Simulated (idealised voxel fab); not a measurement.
You're looking at the process module voxel transistor to metal.
Shown is cross-section cut, with a width of 205 nm and square cells of size 5 nm.
This document writes a cross-section as a grid whose cells are square, and gives it as bands, listed from the top down; one or more rows of cells form a band. This entry defines a band. It first specifies the height of the band's top and the height of its bottom in nm, and then specifies the band's materials from left to right, stating each material with its width in nm. The word "full width" identifies a single material that fills the band from edge to edge, while the word "empty" identifies empty space. Zero point of the height axis is 0; under it, received wafer = one material. Lowest band: continues down indefinitely, "0..down". A two-number width, for instance "30->40", indicates that the width is equal to the first number in the top row of the band and to the second number in the bottom row, and that it changes by a constant amount per row of cells. What does "everything unchanged" mean for a step? It means no cell of the cross-section changed in that step. Under "Closed void list" you'll find the enclosed gaps, the ones with no way out to the top, that are 8 cells or bigger; each reads width x height at distance, with distance counted from the left edge, everything in nm. Post-settings text on a step line: simulator's own remark regarding the step. The line of a step may include "overlay nm". On a step with a mask, this value is how far to the right of its planned place the mask lay. A negative value means the mask lay to the left.

# Listed below are the process steps as planned
1) op RECEIVE | material Si
2) op CONFORMAL_DEP | material SiO2 | thk nm 5
3) op CONFORMAL_DEP | material SiN | thk nm 15
4) op MASKED_ETCH | tone cover | mask id ACTIVE | width nm 95 | etch materials SiN | depth nm 15 | overlay nm 0
5) op MASKED_ETCH | tone cover | mask id ACTIVE | width nm 95 | etch materials SiO2 | depth nm 5 | overlay nm 0
6) op MASKED_ETCH | tone cover | mask id ACTIVE | width nm 95 | etch materials Si | depth nm 25 | overlay nm 0
7) op FILL_DEP | material SiO2 | thk nm 15
8) op CMP | height nm 20
9) op SELECTIVE_ETCH | etch materials SiO2 | depth nm 10
10) op STRIP | etch materials SiN
11) op SELECTIVE_ETCH | etch materials SiO2 | depth nm 5
12) op OXIDIZE | depth nm 5
13) op DIRECTIONAL_DEP | material polySi | thk nm 25
14) op DIRECTIONAL_DEP | material SiCN | thk nm 15
15) op PATTERN | tone cover | mask id GATE | material resist | width nm 25 | thk nm 15 | overlay nm 0
16) op DIRECTIONAL_ETCH | etch materials SiCN | depth nm 25
17) op DIRECTIONAL_ETCH | etch materials polySi | depth nm 35
18) op STRIP | etch materials resist
19) op CONFORMAL_DEP | material SiN | thk nm 10
20) op DIRECTIONAL_ETCH | etch materials SiN | depth nm 10
21) op DIRECTIONAL_ETCH | etch materials SiO2 | depth nm 5
22) op EPI | material SiGe | thk nm 5
23) op FILL_DEP | material SiO2 | thk nm 10
24) op CMP | height nm 40
25) op DIRECTIONAL_DEP | material SiO2 | thk nm 10
26) op PATTERN | tone open | mask id CONTACT | material resist | width nm 25 | pitch nm 60 | thk nm 15 | overlay nm -15
27) op DIRECTIONAL_ETCH | etch materials SiO2 | depth nm 50
28) op STRIP | etch materials resist
29) op CONFORMAL_DEP | material TiN | thk nm 5
30) op FILL_DEP | material Ru | thk nm 10
31) op CMP | height nm 50
32) op CONFORMAL_DEP | material SiN | thk nm 5
33) op DIRECTIONAL_DEP | material SiO2 | thk nm 15
34) op MASKED_ETCH | tone open | mask id METAL_1 | width nm 15 | pitch nm 70 | etch materials SiO2 | depth nm 15 | overlay nm 0
35) op MASKED_ETCH | tone open | mask id METAL_1 | width nm 15 | pitch nm 70 | etch materials SiN | depth nm 5 | overlay nm 0
36) op CONFORMAL_DEP | material TiN | thk nm 5
37) op FILL_DEP | material W | thk nm 5
38) op CMP | height nm 70
39) op CONFORMAL_DEP | material SiCN | thk nm 5
The plan's step 26 overlay nm is the first wafer's value; the wafers differ in this setting and start identical.

# Step 1 complete: as-received cross-section of the first of several wafers
0..down = Si full width
Closed void list: none

# So in this table every wafer gets its own row, and what you see is where it stands at the end of the module: for each material, how many cells it picked up (+) or gave up (-) since we received it, and after that its closed voids
overlay nm -15 | +27 Ru | -129 Si | +56 SiCN | +8 SiGe | +71 SiN | +494 SiO2 | +57 TiN | +6 W | +25 polySi | Closed void list: none
overlay nm -10 | +28 Ru | -129 Si | +56 SiCN | +8 SiGe | +71 SiN | +486 SiO2 | +64 TiN | +6 W | +25 polySi | Closed void list: none
overlay nm -5 | +37 Ru | -129 Si | +56 SiCN | +8 SiGe | +71 SiN | +477 SiO2 | +64 TiN | +6 W | +25 polySi | Closed void list: none
overlay nm 0 | +38 Ru | -129 Si | +56 SiCN | +8 SiGe | +71 SiN | +476 SiO2 | +64 TiN | +6 W | +25 polySi | Closed void list: none
overlay nm 5 | +37 Ru | -129 Si | +56 SiCN | +8 SiGe | +71 SiN | +477 SiO2 | +64 TiN | +6 W | +25 polySi | Closed void list: none
overlay nm 10 | +28 Ru | -129 Si | +56 SiCN | +8 SiGe | +71 SiN | +486 SiO2 | +64 TiN | +6 W | +25 polySi | Closed void list: none
overlay nm 15 | +27 Ru | -129 Si | +56 SiCN | +8 SiGe | +71 SiN | +494 SiO2 | +57 TiN | +6 W | +25 polySi | Closed void list: none
